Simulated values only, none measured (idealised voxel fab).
This is a process module. Its name is voxel transistor to metal.
Cross-section cut spans 265 nm and uses square cells 5 nm in size.
In what follows, cross-sections appear as grids of square cells, described through bands that run from the top down, where every band is one or more rows of cells. First you get the band's top height and its bottom height, in nm, and then the materials it's made of, left to right, with each width in nm. If you see a single material with "full width", that one covers the band edge to edge. "blank" is empty space. All heights in this document are referenced to 0, defined as the level beneath which the wafer, as received, consists entirely of one material. The lowest band is not bounded below; it extends indefinitely downward and is written in the form "z 0 and below". Think of "30->40" as a width that walks from the first number to the second as you go down the band, top row to bottom row, taking equal-sized steps from row to row. Where the words "no change" appear for a step, the cross-section shows no cell changed by that step; every cell remained as before. "Sealed void listing" specifies each empty space that is not open to the top and that occupies no fewer than 8 cells, using the form width x height at distance, the distance measured from the left edge and all three quantities in nm. after a step's settings: what the simulator itself notes on the step. overlay nm: mask right of planned place by this much (step with mask). Neg. = left.

**Planned step list for the process**
1) RECEIVE with material Si
2) OXIDIZE with depth nm 5
3) CONFORMAL_DEP with material SiN, thk nm 10
4) DIRECTIONAL_DEP with material aC, thk nm 15
5) PATTERN with tone cover, mask id ACTIVE, material resist, width nm 95, pitch nm 120, thk nm 30, overlay nm 0
6) DIRECTIONAL_ETCH with etch materials aC, depth nm 15
7) STRIP with etch materials resist
8) DIRECTIONAL_ETCH with etch materials SiN, depth nm 10
9) DIRECTIONAL_ETCH with etch materials SiO2, depth nm 5
10) DIRECTIONAL_ETCH with etch materials Si, depth nm 25
11) STRIP with etch materials aC
12) FILL_DEP with material SiO2, thk nm 10
13) CMP with height nm 10
14) SELECTIVE_ETCH with etch materials SiO2, depth nm 10
15) STRIP with etch materials SiN
16) SELECTIVE_ETCH with etch materials SiO2, depth nm 5
17) OXIDIZE with depth nm 5
18) DIRECTIONAL_DEP with material polySi, thk nm 30
19) DIRECTIONAL_DEP with material SiCN, thk nm 15
20) PATTERN with tone cover, mask id GATE, material resist, width nm 25, pitch nm 120, thk nm 20, overlay nm 0
21) DIRECTIONAL_ETCH with etch materials SiCN, depth nm 25
22) DIRECTIONAL_ETCH with etch materials polySi, depth nm 40
23) STRIP with etch materials resist
24) CONFORMAL_DEP with material SiN, thk nm 10
25) DIRECTIONAL_ETCH with etch materials SiN, depth nm 10
26) DIRECTIONAL_ETCH with etch materials SiO2, depth nm 5
27) DIRECTIONAL_ETCH with etch materials Si, depth nm 10
28) EPI with material pSi, thk nm 15
29) FILL_DEP with material SiO2, thk nm 10
30) CMP with height nm 40
31) DIRECTIONAL_DEP with material SiO2, thk nm 15
32) PATTERN with tone open, mask id CONTACT, material resist, width nm 25, pitch nm 60, thk nm 15, overlay nm 0
33) DIRECTIONAL_ETCH with etch materials SiO2, depth nm 60
34) STRIP with etch materials resist
35) CONFORMAL_DEP with material TiN, thk nm 5
36) FILL_DEP with material W, thk nm 5
37) CMP with height nm 55
38) CONFORMAL_DEP with material SiN, thk nm 5
39) DIRECTIONAL_DEP with material lowk, thk nm 20
40) PATTERN with tone open, mask id METAL_1, material resist, width nm 15, thk nm 20, overlay nm 0
41) DIRECTIONAL_ETCH with etch materials lowk, depth nm 20
42) DIRECTIONAL_ETCH with etch materials SiN, depth nm 5
43) STRIP with etch materials resist
44) CONFORMAL_DEP with material TiN, thk nm 5
45) FILL_DEP with material W, thk nm 10
46) CMP with height nm 80
47) CONFORMAL_DEP with material SiCN, thk nm 5
48) DIRECTIONAL_DEP with material SiO2, thk nm 30
49) MASKED_ETCH with tone open, mask id METAL_2, width nm 15, pitch nm 120, etch materials SiO2, depth nm 20, overlay nm 0
50) DIRECTIONAL_DEP with material aC, thk nm 10
51) PATTERN with tone open, mask id METAL_2_HOLES, material resist, width nm 15, pitch nm 120, thk nm 30, overlay nm 0
52) DIRECTIONAL_ETCH with etch materials aC, depth nm 10
53) STRIP with etch materials resist
54) DIRECTIONAL_ETCH with etch materials SiO2, depth nm 10
55) DIRECTIONAL_ETCH with etch materials SiCN, depth nm 5
56) STRIP with etch materials aC
57) CONFORMAL_DEP with material TiN, thk nm 5
58) FILL_DEP with material Cu, thk nm 10
59) CMP with height nm 115
60) CONFORMAL_DEP with material SiN, thk nm 5

**Incoming wafer, cross-sectional view, post step 1**
    z 0 and below  Si full width
    Sealed void listing: none

**Wafer cross-section at module end: first of two, run to plan**
    z 120 to 115  SiN full width
    z 115 to 85  30 of SiO2  5 of TiN  5 of Cu  5 of TiN  105 of SiO2  5 of TiN  5 of Cu  5 of TiN  100 of SiO2
    z 85 to 80  30 of SiCN  15 of TiN  105 of SiCN  15 of TiN  100 of SiCN
    z 80 to 60  30 of lowk  5 of TiN  5 of W  5 of TiN  55 of lowk  5 of TiN  5 of W  5 of TiN  35 of lowk  5 of TiN  5 of W  5 of TiN  55 of lowk  5 of TiN  5 of W  5 of TiN  30 of lowk
    z 60 to 55  30 of SiN  15 of TiN  55 of SiN  15 of TiN  35 of SiN  15 of TiN  55 of SiN  15 of TiN  30 of SiN
    z 55 to 45  30 of SiO2  5 of TiN  15 of W  5 of TiN  35 of SiO2  5 of TiN  15 of W  5 of TiN  35 of SiO2  5 of TiN  15 of W  5 of TiN  35 of SiO2  5 of TiN  15 of W  5 of TiN  30 of SiO2
    z 45 to 40  30 of SiO2  5 of TiN  10 of W  10 of TiN  35 of SiO2  10 of TiN  10 of W  5 of TiN  35 of SiO2  5 of TiN  10 of W  10 of TiN  35 of SiO2  10 of TiN  10 of W  5 of TiN  30 of SiO2
    z 40 to 25  30 of SiO2  5 of TiN  10 of W  5 of TiN  10 of SiN  25 of SiCN  10 of SiN  5 of TiN  10 of W  5 of TiN  35 of SiO2  5 of TiN  10 of W  5 of TiN  10 of SiN  25 of SiCN  10 of SiN  5 of TiN  10 of W  5 of TiN  30 of SiO2
    z 25 to 10  30 of SiO2  5 of TiN  10 of W  5 of TiN  10 of SiN  25 of polySi  10 of SiN  5 of TiN  10 of W  5 of TiN  35 of SiO2  5 of TiN  10 of W  5 of TiN  10 of SiN  25 of polySi  10 of SiN  5 of TiN  10 of W  5 of TiN  30 of SiO2
    z 10 to 5  30 of SiO2  20 of TiN  10 of SiN  25 of polySi  10 of SiN  20 of TiN  35 of SiO2  20 of TiN  10 of SiN  25 of polySi  10 of SiN  20 of TiN  30 of SiO2
    z 5 to -5  30 of SiO2  5 of TiN  15 of pSi  10 of SiN  25 of polySi  10 of SiN  15 of pSi  5 of TiN  35 of SiO2  5 of TiN  15 of pSi  10 of SiN  25 of polySi  10 of SiN  15 of pSi  5 of TiN  30 of SiO2
    z -5 to -10  20 of SiO2  30 of pSi  45 of SiO2  30 of pSi  15 of SiO2  30 of pSi  45 of SiO2  30 of pSi  20 of SiO2
    z -10 to -20  25 of SiO2  25 of pSi  45 of Si  25 of pSi  25 of SiO2  25 of pSi  45 of Si  25 of pSi  25 of SiO2
    z -20 to -30  25 of SiO2  95 of Si  25 of SiO2  95 of Si  25 of SiO2
    z -30 and below  Si full width
    Sealed void listing: none

**Wafer two, sectioned after the module: the first wafer's start, the first wafer's plan, and one mistake in how it was run**
    z 120 to 115  SiN full width
    z 115 to 110  30 of SiCN  15 of TiN  105 of SiCN  15 of TiN  100 of SiCN
    z 110 to 80  SiO2 full width
    z 80 to 60  30 of lowk  5 of TiN  5 of W  5 of TiN  55 of lowk  5 of TiN  5 of W  5 of TiN  35 of lowk  5 of TiN  5 of W  5 of TiN  55 of lowk  5 of TiN  5 of W  5 of TiN  30 of lowk
    z 60 to 55  30 of SiN  15 of TiN  55 of SiN  15 of TiN  35 of SiN  15 of TiN  55 of SiN  15 of TiN  30 of SiN
    z 55 to 45  30 of SiO2  5 of TiN  15 of W  5 of TiN  35 of SiO2  5 of TiN  15 of W  5 of TiN  35 of SiO2  5 of TiN  15 of W  5 of TiN  35 of SiO2  5 of TiN  15 of W  5 of TiN  30 of SiO2
    z 45 to 40  30 of SiO2  5 of TiN  10 of W  10 of TiN  35 of SiO2  10 of TiN  10 of W  5 of TiN  35 of SiO2  5 of TiN  10 of W  10 of TiN  35 of SiO2  10 of TiN  10 of W  5 of TiN  30 of SiO2
    z 40 to 25  30 of SiO2  5 of TiN  10 of W  5 of TiN  10 of SiN  25 of SiCN  10 of SiN  5 of TiN  10 of W  5 of TiN  35 of SiO2  5 of TiN  10 of W  5 of TiN  10 of SiN  25 of SiCN  10 of SiN  5 of TiN  10 of W  5 of TiN  30 of SiO2
    z 25 to 10  30 of SiO2  5 of TiN  10 of W  5 of TiN  10 of SiN  25 of polySi  10 of SiN  5 of TiN  10 of W  5 of TiN  35 of SiO2  5 of TiN  10 of W  5 of TiN  10 of SiN  25 of polySi  10 of SiN  5 of TiN  10 of W  5 of TiN  30 of SiO2
    z 10 to 5  30 of SiO2  20 of TiN  10 of SiN  25 of polySi  10 of SiN  20 of TiN  35 of SiO2  20 of TiN  10 of SiN  25 of polySi  10 of SiN  20 of TiN  30 of SiO2
    z 5 to -5  30 of SiO2  5 of TiN  15 of pSi  10 of SiN  25 of polySi  10 of SiN  15 of pSi  5 of TiN  35 of SiO2  5 of TiN  15 of pSi  10 of SiN  25 of polySi  10 of SiN  15 of pSi  5 of TiN  30 of SiO2
    z -5 to -10  20 of SiO2  30 of pSi  45 of SiO2  30 of pSi  15 of SiO2  30 of pSi  45 of SiO2  30 of pSi  20 of SiO2
    z -10 to -20  25 of SiO2  25 of pSi  45 of Si  25 of pSi  25 of SiO2  25 of pSi  45 of Si  25 of pSi  25 of SiO2
    z -20 to -30  25 of SiO2  95 of Si  25 of SiO2  95 of Si  25 of SiO2
    z -30 and below  Si full width
    Sealed void listing: none
Run error: steps 47 and 48 swapped
Count the cells at the end and the second wafer has more or fewer of some materials than the first: Cu -12, SiO2 +36, TiN -24
